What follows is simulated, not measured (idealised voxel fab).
process module | voxel quadruple lines
cross-section cut | 300 nm wide | cells 5 nm
A cross-section is a grid of square cells, given in bands from the top down. A band is one or more rows of cells.
Each band's line starts with the height of the band's top and of its bottom, in nm. Then come its materials from left to right, each with its width in nm. One material with "throughout" fills the band from edge to edge. "air" is empty space.
Height 0 is the level under which the wafer as received is all one material. The lowest band goes on downwards, as in "0 down".
A width such as "30 to 40" changes by the same amount from each row of cells to the next, from the band's top row to its bottom row.
"no change" after a step means that no cell of the cross-section changed.
closed voids: empty space of 8 cells or more with no open way to the top, each as width x height at its distance from the left edge, in nm
after a step's settings: what the simulator itself notes on the step
overlay nm, on a step with a mask: how far to the right of its planned place the mask lay; to the left if negative
plan
1 op RECEIVE | material Si
2 op CONFORMAL_DEP | material Al2O3 | thk nm 5
3 op DIRECTIONAL_DEP | material TiN | thk nm 10
4 op DIRECTIONAL_DEP | material polySi | thk nm 15
5 op DIRECTIONAL_DEP | material aC | thk nm 25
6 op PATTERN | tone cover | mask id MANDREL | material resist | width nm 25 | pitch nm 100 | thk nm 30 | overlay nm 0
7 op DIRECTIONAL_ETCH | etch materials aC | depth nm 25
8 op STRIP | etch materials resist
9 op CONFORMAL_DEP | material SiO2 | thk nm 15
10 op DIRECTIONAL_ETCH | etch materials SiO2 | depth nm 15
11 op STRIP | etch materials aC
12 op DIRECTIONAL_ETCH | etch materials polySi | depth nm 15
13 op STRIP | etch materials SiO2
14 op CONFORMAL_DEP | material SiCN | thk nm 10
15 op DIRECTIONAL_ETCH | etch materials SiCN | depth nm 10
16 op STRIP | etch materials polySi
17 op DIRECTIONAL_ETCH | etch materials TiN | depth nm 10
18 op STRIP | etch materials SiCN
varied across the wafers: width nm of step 6. The plan shows the first wafer's value. All wafers start alike
first wafer as received, after step 1
  0 down: Si throughout
  closed voids: none
each wafer at the end: cells of each material gained (+) or lost (-) since it was received, then its closed voids
width nm 25 | +60 Al2O3 | +32 TiN | closed voids: none
width nm 30 | +60 Al2O3 | +32 TiN | closed voids: none
width nm 35 | +60 Al2O3 | +32 TiN | closed voids: none
width nm 40 | +60 Al2O3 | +32 TiN | closed voids: none
width nm 45 | +60 Al2O3 | +32 TiN | closed voids: none
width nm 50 | +60 Al2O3 | +32 TiN | closed voids: none
